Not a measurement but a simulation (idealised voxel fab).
A process module follows: voxel self aligned vias.
Shown is cross-section cut, with a width of 235 nm and square cells of size 5 nm.
Square cells in a grid make up a cross-section in this document, and the grid is given as bands, listed from the top down, each one or more rows of cells. The band entry comprises the height of the band's top followed by the height of its bottom, expressed in nm, and subsequently the band's materials from left to right, each stated together with its width in nm. Where a single material is marked with the word "throughout", that material fills the band from edge to edge. The word "blank" represents empty space. Convention: height 0 is the level below which the wafer, as received, is all one material. The lowest band does not terminate at the bottom but continues downward, represented as "0 -> down". The notation "30..40" denotes a width that varies across the rows of cells in the band, beginning at the first number in the top row, finishing at the second number in the bottom row, and changing by an identical amount from each row to the next. Key: "no modification" - step with no changed cell in the cross-section. Empty spaces without an open route to the top, at least 8 cells in extent, make up the entry "Enclosed cavity list"; each is given as width x height at distance, where the distance is measured from the left edge, and all are in nm. Note: text after step settings on the step line = simulator remark on that step. overlay nm: mask right of planned place by this much (step with mask). Neg. = left.
THE PLANNED PROCESS STEPS ARE ENUMERATED HEREUNDER
1. RECEIVE with material Si
2. CONFORMAL_DEP with material SiO2, thk nm 10
3. CONFORMAL_DEP with material SiCN, thk nm 5
4. DIRECTIONAL_DEP with material lowk, thk nm 20
5. PATTERN with tone open, mask id LINES, material resist, width nm 25, pitch nm 65, thk nm 15, overlay nm 0
6. DIRECTIONAL_ETCH with etch materials lowk, depth nm 20
7. STRIP with etch materials resist
8. CONFORMAL_DEP with material TiN, thk nm 5
9. FILL_DEP with material Ru, thk nm 5
10. CMP with height nm 35
11. SELECTIVE_ETCH with etch materials W Ru TiN, depth nm 10
12. FILL_DEP with material SiN, thk nm 10
13. CMP with height nm 35
14. DIRECTIONAL_DEP with material lowk, thk nm 20
15. DIRECTIONAL_DEP with material aC, thk nm 10
16. PATTERN with tone open, mask id VIAS, material resist, width nm 35, thk nm 30, overlay nm 0
17. DIRECTIONAL_ETCH with etch materials aC, depth nm 10
18. STRIP with etch materials resist
19. DIRECTIONAL_ETCH with etch materials lowk, depth nm 20
20. DIRECTIONAL_ETCH with etch materials SiN, depth nm 10
21. STRIP with etch materials aC
22. CONFORMAL_DEP with material TiN, thk nm 5
23. FILL_DEP with material W, thk nm 10
24. CMP with height nm 55
25. CONFORMAL_DEP with material SiN, thk nm 5
SO THIS IS THE INCOMING WAFER IN CROSS-SECTION - IT'S ALREADY BEEN THROUGH STEP 1
0 -> down = Si throughout
Enclosed cavity list: none
END STATE OF THE MODULE IN CROSS-SECTION, GIVEN THE ABOVE STARTING POINT AND PLAN AND ONE MISTAKE IN EXECUTION
60 -> 55 = SiN throughout
55 -> 35 = lowk=65 | TiN=5 | W=25 | TiN=5 | lowk=135
35 -> 30 = lowk=65 | TiN=5 | W=25 | TiN=5 | lowk=35 | SiN=25 | lowk=75
30 -> 25 = lowk=65 | TiN=35 | lowk=35 | SiN=25 | lowk=75
25 -> 20 = lowk=65 | TiN=10 | Ru=15 | TiN=10 | lowk=35 | TiN=5 | Ru=15 | TiN=5 | lowk=75
20 -> 15 = lowk=65 | TiN=35 | lowk=35 | TiN=25 | lowk=75
15 -> 10 = SiCN throughout
10 -> 0 = SiO2 throughout
0 -> down = Si throughout
Enclosed cavity list: none
The mistake made against the process plan was this: regarding the plan, step 19 was run twice
